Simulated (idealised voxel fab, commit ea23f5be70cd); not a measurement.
process module | voxel spacer lines
cross-section cut | 250 nm wide | cells 5 nm
A cross-section is a grid of square cells, given in bands from the top down. A band is one or more rows of cells.
Each band's line starts with the height of the band's top and of its bottom, in nm. Then come its materials from left to right, each with its width in nm. One material with "throughout" fills the band from edge to edge. "air" is empty space.
Height 0 is the level under which the wafer as received is all one material. The lowest band goes on downwards, as in "0 down".
A width such as "30 to 40" changes by the same amount from each row of cells to the next, from the band's top row to its bottom row.
"no change" after a step means that no cell of the cross-section changed.
closed voids: empty space of 8 cells or more with no open way to the top, each as width x height at its distance from the left edge, in nm
after a step's settings: what the simulator itself notes on the step
overlay nm, on a step with a mask: how far to the right of its planned place the mask lay; to the left if negative
plan
1 op RECEIVE | material Si
2 op CONFORMAL_DEP | material Al2O3 | thk nm 5
3 op DIRECTIONAL_DEP | material SiN | thk nm 15
4 op DIRECTIONAL_DEP | material aC | thk nm 30
5 op PATTERN | tone cover | mask id MANDREL | material resist | width nm 25 | pitch nm 70 | thk nm 35 | overlay nm 0
6 op DIRECTIONAL_ETCH | etch materials aC | depth nm 30
7 op STRIP | etch materials resist
8 op CONFORMAL_DEP | material SiO2 | thk nm 10
9 op DIRECTIONAL_ETCH | etch materials SiO2 | depth nm 10
10 op STRIP | etch materials aC
11 op DIRECTIONAL_ETCH | etch materials SiN | depth nm 15
12 op STRIP | etch materials SiO2
as received, after step 1
  0 down: Si throughout
  closed voids: none
a wafer at the end: this start, this plan, one mistake
  20 to 5: air 40 | SiN 10 | air 5 | SiN 10 | air 45 | SiN 10 | air 5 | SiN 10 | air 45 | SiN 10 | air 5 | SiN 10 | air 45
  5 to 0: Al2O3 throughout
  0 down: Si throughout
  closed voids: none
what went wrong: step 5 ran as: op PATTERN | tone open | mask id MANDREL | material resist | width nm 25 | pitch nm 70 | thk nm 35 | overlay nm 0
